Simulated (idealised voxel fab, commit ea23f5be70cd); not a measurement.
A process module follows: voxel tone inversion.
Each square cell in cross-section cut measures 5 nm, and the section as a whole is 285 nm wide.
If you're reading a cross-section in this doc, picture square cells in a grid; it comes to you as bands, top ones listed first down to the bottom, and a band can be one or more rows of cells. This entry defines a band. It first specifies the height of the band's top and the height of its bottom in nm, and then specifies the band's materials from left to right, stating each material with its width in nm. The word "full width" identifies a single material that fills the band from edge to edge, while the word "empty" identifies empty space. All heights in this document are referenced to 0, defined as the level beneath which the wafer, as received, consists entirely of one material. The lowest band is not bounded below; it extends indefinitely downward and is written in the form "0 and below". A width given as "30..40" starts at the first number in the band's top row and ends at the second number in its bottom row, shifting by an equal amount at every step from row to row. Take "no change occurred" at face value: in the step it is given for, the cross-section changed in none of its cells. Look at "Cavities, sealed" for the closed voids: empty spaces with no open path to the top, sized 8 cells or up. Each is width x height at distance, distance from the left edge, all nm. The remark found on a step's line after its settings is issued by the simulator itself and pertains to that step. "overlay nm" answers the question of how far to the right of plan the mask lay on a step that has a mask, and when it is negative the answer is to the left.
**Intended process steps**
1,RECEIVE [material Si]
2,CONFORMAL_DEP [material SiN] [thk nm 10]
3,DIRECTIONAL_DEP [material aC] [thk nm 15]
4,PATTERN [tone cover] [mask id POSTS] [material resist] [width nm 20] [pitch nm 45] [thk nm 20] [overlay nm 0]
5,DIRECTIONAL_ETCH [etch materials aC] [depth nm 15]
6,STRIP [etch materials resist]
7,FILL_DEP [material SiO2] [thk nm 10]
8,CMP [height nm 25]
9,STRIP [etch materials aC]
**On the first of the two wafers: run conducted according to plan**
**Cross-section: wafer on arrival = after step 1**
- 0 and below  Si full width
- Cavities, sealed: none
**Wafer xsec, post step 2**
- 10 down to 0  SiN full width
- Below 0 it's all the same as before, nothing changed down there.
**Wafer xsec, post step 3**
- 25 down to 10  aC full width
- Below 10 it's all the same as before, nothing changed down there.
**Wafer xsec, post step 4**
- 45 down to 25  empty: 110 | resist: 20 | empty: 25 | resist: 20 | empty: 110
- Below 25 it's all the same as before, nothing changed down there.
**Wafer xsec, post step 5**
- 30 down to 25  empty: 110 | resist: 20 | empty: 25 | resist: 20 | empty: 110
- 25 down to 10  empty: 110 | aC: 20 | empty: 25 | aC: 20 | empty: 110
- Below 10 it's all the same as before, nothing changed down there.
**Wafer xsec, post step 6**
- 25 down to 10  empty: 110 | aC: 20 | empty: 25 | aC: 20 | empty: 110
- Below 10 it's all the same as before, nothing changed down there.
**Wafer xsec, post step 7**
- 35 down to 25  SiO2 full width
- 25 down to 10  SiO2: 110 | aC: 20 | SiO2: 25 | aC: 20 | SiO2: 110
- Below 10 it's all the same as before, nothing changed down there.
**Wafer xsec, post step 8**
- 25 down to 10  SiO2: 110 | aC: 20 | SiO2: 25 | aC: 20 | SiO2: 110
- Below 10 it's all the same as before, nothing changed down there.
**Wafer xsec, post step 9**
- 25 down to 10  SiO2: 110 | empty: 20 | SiO2: 25 | empty: 20 | SiO2: 110
- Below 10 it's all the same as before, nothing changed down there.
**Notes, second wafer: start = first wafer's, plan = first wafer's, execution had one mistake; history identical to first through step 1**
**Second wafer, sectioned view, at step 2's planned end time**
- 15 down to 0  aC full width
- Below 0 it's all the same as before, nothing changed down there.
**Second wafer, sectioned view, at step 3's planned end time**
- 25 down to 15  SiN full width
- Below 15 it's all the same as before, nothing changed down there.
**Second wafer, sectioned view, at step 4's planned end time**
- 45 down to 25  empty: 110 | resist: 20 | empty: 25 | resist: 20 | empty: 110
- Below 25 it's all the same as before, nothing changed down there.
**Second wafer, sectioned view, at step 5's planned end time**
- 30 down to 25  empty: 110 | resist: 20 | empty: 25 | resist: 20 | empty: 110
- Below 25 it's all the same as before, nothing changed down there.
**Second wafer, sectioned view, at step 6's planned end time**
- 25 down to 15  SiN full width
- Below 15 it's all the same as before, nothing changed down there.
**Second wafer, sectioned view, at step 7's planned end time**
- 35 down to 25  SiO2 full width
- Below 25 it's all the same as before, nothing changed down there.
**Second wafer, sectioned view, at step 8's planned end time**
- 25 down to 15  SiN full width
- Below 15 it's all the same as before, nothing changed down there.
Second wafer, sectioned view, at step 9's planned end time: no change occurred
The plan and the run diverged here: plan steps 2 and 3 run swapped
Counted in cells at the end, the second wafer holds more or fewer of these materials than the first: 147 fewer of SiO2 | 171 more of aC
